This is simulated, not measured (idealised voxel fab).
A process module follows: voxel ribs on slabs.
We display cut, a cross-section 200 nm in width whose square cells are each 5 nm.
Think of the cross-section as a grid of square cells. We describe it in bands, top to bottom, and each band covers one or more rows of those cells.
Each band's line starts with the height of the band's top and of its bottom, in nm. Then come its materials from left to right, each with its width in nm. One material with "edge to edge" fills the band from edge to edge. "blank" is empty space.
The reference from which all heights are counted is 0, the level beneath which the as-received wafer is entirely one material; the lowest band, having no lower bound, proceeds downward and is written after the example "0 -> down".
A width given as "30 to 40" starts at the first number in the band's top row and ends at the second number in its bottom row, shifting by an equal amount at every step from row to row.
Step note "no alterations made" = no cross-section cell changed.
The entry titled "Trapped cavities" provides the empty spaces that have no open way to the top, restricted to those of 8 cells or more. Each is presented as width x height at distance, the distance being measured from the left edge, with all three in nm.
If you see something after the settings on a step's line, that's the simulator's own remark about that step.
Among the settings permitted on a step's line is "overlay nm"; applied to a step with a mask, it specifies the extent to which the mask lay to the right of its planned position, whereas a negative figure signifies a position to the left.

plan
1. RECEIVE (material Si)
2. DIRECTIONAL_DEP (material SiO2; thk nm 30)
3. DIRECTIONAL_DEP (material SiN; thk nm 15)
4. PATTERN (tone cover; mask id RIB; material resist; width nm 30; thk nm 20; overlay nm 0)
5. DIRECTIONAL_ETCH (etch materials SiN; depth nm 5)
6. STRIP (etch materials resist)
7. PATTERN (tone cover; mask id SLAB; material resist; width nm 70; thk nm 20; overlay nm 0)
8. DIRECTIONAL_ETCH (etch materials SiN; depth nm 10)
9. STRIP (etch materials resist)
10. FILL_DEP (material SiO2; thk nm 25)
11. CMP (height nm 60)
12. DIRECTIONAL_DEP (material TiN; thk nm 5)
13. PATTERN (tone cover; mask id HEATER; material resist; width nm 40; thk nm 15; overlay nm -15)
14. DIRECTIONAL_ETCH (etch materials TiN; depth nm 5)
15. STRIP (etch materials resist)
16. CONFORMAL_DEP (material SiO2; thk nm 10)
Wafer-to-wafer difference: overlay nm, step 13. Common start. Plan = first wafer's value.

Cut through the first of several wafers as received, post step 1
* 0 -> down = Si edge to edge
* Trapped cavities: none

Per-wafer rows below. For each material: cells gained (+) or lost (-) since the wafer was received, as of end of module. Then: closed voids
overlay nm -15 | +34 SiN | +530 SiO2 | +8 TiN | Trapped cavities: none
overlay nm -10 | +34 SiN | +530 SiO2 | +8 TiN | Trapped cavities: none
overlay nm -5 | +34 SiN | +530 SiO2 | +8 TiN | Trapped cavities: none
overlay nm 0 | +34 SiN | +530 SiO2 | +8 TiN | Trapped cavities: none
overlay nm 5 | +34 SiN | +530 SiO2 | +8 TiN | Trapped cavities: none
overlay nm 10 | +34 SiN | +530 SiO2 | +8 TiN | Trapped cavities: none
overlay nm 15 | +34 SiN | +530 SiO2 | +8 TiN | Trapped cavities: none
